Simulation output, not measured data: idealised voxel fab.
process module | voxel wiring stack
cross-section cut | 270 nm wide | cells 5 nm
A cross-section is a grid of square cells, given in bands from the top down. A band is one or more rows of cells.
Each band's line starts with the height of the band's top and of its bottom, in nm. Then come its materials from left to right, each with its width in nm. One material with "throughout" fills the band from edge to edge. "air" is empty space.
Height 0 is the level under which the wafer as received is all one material. The lowest band goes on downwards, as in "0 down".
A width such as "30 to 40" changes by the same amount from each row of cells to the next, from the band's top row to its bottom row.
"no change" after a step means that no cell of the cross-section changed.
closed voids: empty space of 8 cells or more with no open way to the top, each as width x height at its distance from the left edge, in nm
after a step's settings: what the simulator itself notes on the step
overlay nm, on a step with a mask: how far to the right of its planned place the mask lay; to the left if negative
plan
1 op RECEIVE | material Si
2 op CONFORMAL_DEP | material SiO2 | thk nm 15
3 op CONFORMAL_DEP | material SiN | thk nm 5
4 op DIRECTIONAL_DEP | material SiO2 | thk nm 15
5 op PATTERN | tone open | mask id METAL_1 | material resist | width nm 30 | pitch nm 50 | thk nm 20 | overlay nm 0
6 op DIRECTIONAL_ETCH | etch materials SiO2 | depth nm 15
7 op DIRECTIONAL_ETCH | etch materials SiN | depth nm 5
8 op STRIP | etch materials resist
9 op CONFORMAL_DEP | material TiN | thk nm 5
10 op FILL_DEP | material Cu | thk nm 10
11 op CMP | height nm 35
12 op CONFORMAL_DEP | material SiCN | thk nm 5
13 op DIRECTIONAL_DEP | material lowk | thk nm 25
14 op MASKED_ETCH | tone open | mask id METAL_2_HOLES | width nm 15 | etch materials lowk | depth nm 25 | overlay nm 0
15 op DIRECTIONAL_DEP | material aC | thk nm 10
16 op PATTERN | tone open | mask id METAL_2 | material resist | width nm 30 | pitch nm 50 | thk nm 25 | overlay nm 0
17 op DIRECTIONAL_ETCH | etch materials aC | depth nm 10
18 op STRIP | etch materials resist
19 op DIRECTIONAL_ETCH | etch materials lowk | depth nm 15
20 op DIRECTIONAL_ETCH | etch materials SiCN | depth nm 5
21 op STRIP | etch materials aC
22 op CONFORMAL_DEP | material TiN | thk nm 5
23 op FILL_DEP | material Ru | thk nm 5
24 op CMP | height nm 65
25 op CONFORMAL_DEP | material SiCN | thk nm 5
26 op DIRECTIONAL_DEP | material SiO2 | thk nm 10
27 op MASKED_ETCH | tone open | mask id PLUG_2 | width nm 15 | etch materials SiO2 | depth nm 10 | overlay nm 0
28 op MASKED_ETCH | tone open | mask id PLUG_2 | width nm 15 | etch materials SiCN | depth nm 5 | overlay nm 0
29 op CONFORMAL_DEP | material TiN | thk nm 5
30 op FILL_DEP | material Ru | thk nm 5
31 op CMP | height nm 80
32 op CONFORMAL_DEP | material SiN | thk nm 5
33 op DIRECTIONAL_DEP | material SiO2 | thk nm 20
34 op MASKED_ETCH | tone open | mask id METAL_3 | width nm 30 | pitch nm 50 | etch materials SiO2 | depth nm 20 | overlay nm 0
35 op MASKED_ETCH | tone open | mask id METAL_3 | width nm 30 | pitch nm 50 | etch materials SiN | depth nm 5 | overlay nm 0
36 op CONFORMAL_DEP | material TiN | thk nm 5
37 op FILL_DEP | material Ru | thk nm 5
38 op CMP | height nm 105
39 op CONFORMAL_DEP | material SiN | thk nm 5
as received, after step 1
  0 down: Si throughout
  closed voids: none
first wafer at the end, as planned
  110 to 105: SiN throughout
  105 to 85: SiO2 95 | TiN 5 | Ru 20 | TiN 5 | SiO2 20 | TiN 5 | Ru 20 | TiN 5 | SiO2 95
  85 to 80: SiN 95 | TiN 30 | SiN 20 | TiN 30 | SiN 95
  80 to 70: SiO2 95 | TiN 5 | Ru 5 | TiN 5 | SiO2 160
  70 to 65: SiCN 95 | TiN 15 | SiCN 160
  65 to 55: lowk 95 | TiN 5 | Ru 20 | TiN 5 | lowk 20 | TiN 5 | Ru 20 | TiN 5 | lowk 95
  55 to 50: lowk 95 | TiN 5 | Ru 5 | TiN 20 | lowk 20 | TiN 30 | lowk 95
  50 to 40: lowk 95 | TiN 5 | Ru 5 | TiN 5 | lowk 160
  40 to 35: SiCN 95 | TiN 15 | SiCN 160
  35 to 20: SiO2 95 | TiN 5 | Cu 20 | TiN 5 | SiO2 20 | TiN 5 | Cu 20 | TiN 5 | SiO2 95
  20 to 15: SiN 95 | TiN 30 | SiN 20 | TiN 30 | SiN 95
  15 to 0: SiO2 throughout
  0 down: Si throughout
  closed voids: none
second wafer at the end: like start, like plan, one mistake
  110 to 105: SiN throughout
  105 to 85: SiO2 95 | TiN 5 | Ru 20 | TiN 5 | SiO2 20 | TiN 5 | Ru 20 | TiN 5 | SiO2 95
  85 to 80: SiN 95 | TiN 30 | SiN 20 | TiN 30 | SiN 95
  80 to 75: SiO2 90 | TiN 5 | Ru 5 | TiN 5 | SiO2 165
  75 to 70: SiO2 90 | TiN 15 | SiO2 165
  70 to 65: SiCN 95 | TiN 10 | SiCN 165
  65 to 55: lowk 95 | TiN 5 | Ru 20 | TiN 5 | lowk 20 | TiN 5 | Ru 20 | TiN 5 | lowk 95
  55 to 50: lowk 95 | TiN 5 | Ru 5 | TiN 20 | lowk 20 | TiN 30 | lowk 95
  50 to 40: lowk 95 | TiN 5 | Ru 5 | TiN 5 | lowk 160
  40 to 35: SiCN 95 | TiN 15 | SiCN 160
  35 to 20: SiO2 95 | TiN 5 | Cu 20 | TiN 5 | SiO2 20 | TiN 5 | Cu 20 | TiN 5 | SiO2 95
  20 to 15: SiN 95 | TiN 30 | SiN 20 | TiN 30 | SiN 95
  15 to 0: SiO2 throughout
  0 down: Si throughout
  closed voids: none
what went wrong: step 27 ran as: op MASKED_ETCH | tone open | mask id PLUG_2 | width nm 15 | etch materials SiO2 | depth nm 10 | overlay nm -5
at the end the second wafer has, in cells: 1 fewer of Ru | 1 more of SiCN
